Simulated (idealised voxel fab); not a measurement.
Herein follows the process module entitled voxel wiring stack.
The width of the displayed cross-section, cut, is 230 nm; its cells are square, with a size of 5 nm.
Cross-section, as written here: a square-cell grid given band by band from the top down, where a band holds one or more rows of cells. Heights first: top, then bottom, in nm. Then materials, left to right, each with a width in nm. "full width" on a single material: fills the band edge to edge. "empty": empty space. Heights are reckoned from 0. Under this level, the received wafer is all of one material. The bottommost band is open-ended downward, for example "top 0, no bottom". Think of "30 to 40" as a width that walks from the first number to the second as you go down the band, top row to bottom row, taking equal-sized steps from row to row. Step marked "no change"? Then no cell in the cross-section changed in it. If an empty space has no open way to the top and is at least 8 cells in size, "Sealed void list" lists it, written width x height at distance, where distance is measured from the left edge and every value is in nm. Read whatever lies past the settings on a step's line as the simulator's own remark about the step. "overlay nm", when on a step's line for a step with a mask, measures how far to the right of its planned place the mask lay; a negative measure means to the left.

PROCESS STEPS FORESEEN IN THE PLAN
1) RECEIVE with material Si
2) CONFORMAL_DEP with material SiO2, thk nm 15
3) CONFORMAL_DEP with material SiN, thk nm 5
4) DIRECTIONAL_DEP with material lowk, thk nm 15
5) PATTERN with tone open, mask id METAL_1, material resist, width nm 20, pitch nm 50, thk nm 20, overlay nm 0
6) DIRECTIONAL_ETCH with etch materials lowk, depth nm 15
7) DIRECTIONAL_ETCH with etch materials SiN, depth nm 5
8) STRIP with etch materials resist
9) CONFORMAL_DEP with material TiN, thk nm 5
10) FILL_DEP with material W, thk nm 10
11) CMP with height nm 35
12) EPI with material Ru, thk nm 5
13) FILL_DEP with material SiCN, thk nm 5
14) DIRECTIONAL_DEP with material lowk, thk nm 30
15) PATTERN with tone open, mask id METAL_2_HOLES, material resist, width nm 15, pitch nm 50, thk nm 20, overlay nm 0
16) DIRECTIONAL_ETCH with etch materials lowk, depth nm 30
17) STRIP with etch materials resist
18) DIRECTIONAL_DEP with material aC, thk nm 15
19) PATTERN with tone open, mask id METAL_2, material resist, width nm 20, pitch nm 50, thk nm 30, overlay nm 0
20) DIRECTIONAL_ETCH with etch materials aC, depth nm 15
21) STRIP with etch materials resist
22) DIRECTIONAL_ETCH with etch materials lowk, depth nm 20
23) DIRECTIONAL_ETCH with etch materials SiCN, depth nm 5
24) STRIP with etch materials aC
25) CONFORMAL_DEP with material TiN, thk nm 5
26) FILL_DEP with material Cu, thk nm 5
27) CMP with height nm 75
28) CONFORMAL_DEP with material SiCN, thk nm 5
29) DIRECTIONAL_DEP with material lowk, thk nm 25
30) MASKED_ETCH with tone open, mask id METAL_3_HOLES, width nm 15, pitch nm 50, etch materials lowk, depth nm 25, overlay nm 0
31) DIRECTIONAL_DEP with material aC, thk nm 10
32) PATTERN with tone open, mask id METAL_3, material resist, width nm 20, pitch nm 50, thk nm 30, overlay nm 0
33) DIRECTIONAL_ETCH with etch materials aC, depth nm 10
34) STRIP with etch materials resist
35) DIRECTIONAL_ETCH with etch materials lowk, depth nm 15
36) DIRECTIONAL_ETCH with etch materials SiCN, depth nm 5
37) STRIP with etch materials aC
38) CONFORMAL_DEP with material TiN, thk nm 5
39) FILL_DEP with material Ru, thk nm 5
40) CMP with height nm 105
41) CONFORMAL_DEP with material SiN, thk nm 5

SHOWN IN CROSS-SECTION IS THE WAFER AS RECEIVED, THAT IS, AS IT STANDS AFTER STEP 1
top 0, no bottom = Si full width
Sealed void list: none

CROSS-SECTIONAL IMAGE OF THE FIRST OF TWO WAFERS AT THE END OF THE MODULE, THE RUN HAVING PROCEEDED AS PLANNED
top 110, bottom 105 = SiN full width
top 105, bottom 95 = lowk (30), TiN (5), Ru (10), TiN (5), lowk (30), TiN (5), Ru (10), TiN (5), lowk (30), TiN (5), Ru (10), TiN (5), lowk (30), TiN (5), Ru (10), TiN (5), lowk (30)
top 95, bottom 90 = lowk (30), TiN (5), Ru (5), TiN (10), lowk (30), TiN (5), Ru (5), TiN (10), lowk (30), TiN (5), Ru (5), TiN (10), lowk (30), TiN (5), Ru (5), TiN (10), lowk (30)
top 90, bottom 80 = lowk (30), TiN (5), Ru (5), TiN (5), lowk (35), TiN (5), Ru (5), TiN (5), lowk (35), TiN (5), Ru (5), TiN (5), lowk (35), TiN (5), Ru (5), TiN (5), lowk (35)
top 80, bottom 75 = SiCN (30), TiN (15), SiCN (35), TiN (15), SiCN (35), TiN (15), SiCN (35), TiN (15), SiCN (35)
top 75, bottom 60 = lowk (30), TiN (5), Cu (10), TiN (5), lowk (30), TiN (5), Cu (10), TiN (5), lowk (30), TiN (5), Cu (10), TiN (5), lowk (30), TiN (5), Cu (10), TiN (5), lowk (30)
top 60, bottom 55 = lowk (30), TiN (5), Cu (5), TiN (10), lowk (30), TiN (5), Cu (5), TiN (10), lowk (30), TiN (5), Cu (5), TiN (10), lowk (30), TiN (5), Cu (5), TiN (10), lowk (30)
top 55, bottom 45 = lowk (30), TiN (5), Cu (5), TiN (5), lowk (35), TiN (5), Cu (5), TiN (5), lowk (35), TiN (5), Cu (5), TiN (5), lowk (35), TiN (5), Cu (5), TiN (5), lowk (35)
top 45, bottom 40 = SiCN (30), TiN (15), SiCN (35), TiN (15), SiCN (35), TiN (15), SiCN (35), TiN (15), SiCN (35)
top 40, bottom 35 = SiCN (25), Ru (30), SiCN (20), Ru (30), SiCN (20), Ru (30), SiCN (20), Ru (30), SiCN (25)
top 35, bottom 20 = lowk (30), TiN (5), W (10), TiN (5), lowk (30), TiN (5), W (10), TiN (5), lowk (30), TiN (5), W (10), TiN (5), lowk (30), TiN (5), W (10), TiN (5), lowk (30)
top 20, bottom 15 = SiN (30), TiN (20), SiN (30), TiN (20), SiN (30), TiN (20), SiN (30), TiN (20), SiN (30)
top 15, bottom 0 = SiO2 full width
top 0, no bottom = Si full width
Sealed void list: none

WAFER TWO (OF TWO), END-OF-MODULE CROSS-SECTION: START = WAFER ONE, PLAN = WAFER ONE, ONE RUN MISTAKE
top 110, bottom 105 = SiN full width
top 105, bottom 95 = Ru (40), TiN (5), lowk (5), TiN (5), Ru (35), TiN (5), lowk (5), TiN (5), Ru (35), TiN (5), lowk (5), TiN (5), Ru (35), TiN (5), lowk (5), TiN (5), Ru (25)
top 95, bottom 90 = TiN (35), Ru (5), TiN (5), lowk (5), TiN (35), Ru (5), TiN (5), lowk (5), TiN (35), Ru (5), TiN (5), lowk (5), TiN (35), Ru (5), TiN (5), lowk (5), TiN (30)
top 90, bottom 85 = lowk (30), TiN (5), Ru (5), TiN (5), lowk (35), TiN (5), Ru (5), TiN (5), lowk (35), TiN (5), Ru (5), TiN (5), lowk (35), TiN (5), Ru (5), TiN (5), lowk (35)
top 85, bottom 80 = lowk (30), TiN (15), lowk (35), TiN (15), lowk (35), TiN (15), lowk (35), TiN (15), lowk (35)
top 80, bottom 75 = SiCN full width
top 75, bottom 60 = lowk (30), TiN (5), Cu (10), TiN (5), lowk (30), TiN (5), Cu (10), TiN (5), lowk (30), TiN (5), Cu (10), TiN (5), lowk (30), TiN (5), Cu (10), TiN (5), lowk (30)
top 60, bottom 55 = lowk (30), TiN (5), Cu (5), TiN (10), lowk (30), TiN (5), Cu (5), TiN (10), lowk (30), TiN (5), Cu (5), TiN (10), lowk (30), TiN (5), Cu (5), TiN (10), lowk (30)
top 55, bottom 45 = lowk (30), TiN (5), Cu (5), TiN (5), lowk (35), TiN (5), Cu (5), TiN (5), lowk (35), TiN (5), Cu (5), TiN (5), lowk (35), TiN (5), Cu (5), TiN (5), lowk (35)
top 45, bottom 40 = SiCN (30), TiN (15), SiCN (35), TiN (15), SiCN (35), TiN (15), SiCN (35), TiN (15), SiCN (35)
top 40, bottom 35 = SiCN (25), Ru (30), SiCN (20), Ru (30), SiCN (20), Ru (30), SiCN (20), Ru (30), SiCN (25)
top 35, bottom 20 = lowk (30), TiN (5), W (10), TiN (5), lowk (30), TiN (5), W (10), TiN (5), lowk (30), TiN (5), W (10), TiN (5), lowk (30), TiN (5), W (10), TiN (5), lowk (30)
top 20, bottom 15 = SiN (30), TiN (20), SiN (30), TiN (20), SiN (30), TiN (20), SiN (30), TiN (20), SiN (30)
top 15, bottom 0 = SiO2 full width
top 0, no bottom = Si full width
Sealed void list: none
Deviation noted in wafer processing: for step 32, the planned setting was not used; the step was instead run as PATTERN with tone cover, mask id METAL_3, material resist, width nm 20, pitch nm 50, thk nm 30, overlay nm 0
The closing comparison, in cells, has the second wafer with more or fewer of some materials than the first: 48 more of Ru, 12 more of SiCN, 18 more of TiN, 78 fewer of lowk
